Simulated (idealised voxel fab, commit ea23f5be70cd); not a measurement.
process module | voxel lift off
cross-section cut | 170 nm wide | cells 5 nm
A cross-section is a grid of square cells, given in bands from the top down. A band is one or more rows of cells.
Each band's line starts with the height of the band's top and of its bottom, in nm. Then come its materials from left to right, each with its width in nm. One material with "throughout" fills the band from edge to edge. "air" is empty space.
Height 0 is the level under which the wafer as received is all one material. The lowest band goes on downwards, as in "0 down".
A width such as "30 to 40" changes by the same amount from each row of cells to the next, from the band's top row to its bottom row.
"no change" after a step means that no cell of the cross-section changed.
closed voids: empty space of 8 cells or more with no open way to the top, each as width x height at its distance from the left edge, in nm
after a step's settings: what the simulator itself notes on the step
overlay nm, on a step with a mask: how far to the right of its planned place the mask lay; to the left if negative
plan
1 op RECEIVE | material Si
2 op CONFORMAL_DEP | material SiO2 | thk nm 15
3 op PATTERN | tone open | mask id LINES | material resist | width nm 15 | pitch nm 55 | thk nm 15 | overlay nm 0
4 op DIRECTIONAL_DEP | material Ru | thk nm 5
5 op STRIP | etch materials resist
6 op CONFORMAL_DEP | material SiO2 | thk nm 5
varied across the wafers: width nm of step 3. The plan shows the first wafer's value. All wafers start alike
first wafer as received, after step 1
  0 down: Si throughout
  closed voids: none
each wafer at the end: cells of each material gained (+) or lost (-) since it was received, then its closed voids
width nm 15 | +9 Ru | +142 SiO2 | closed voids: none
width nm 20 | +12 Ru | +142 SiO2 | closed voids: none
width nm 25 | +15 Ru | +142 SiO2 | closed voids: none
width nm 30 | +18 Ru | +142 SiO2 | closed voids: none
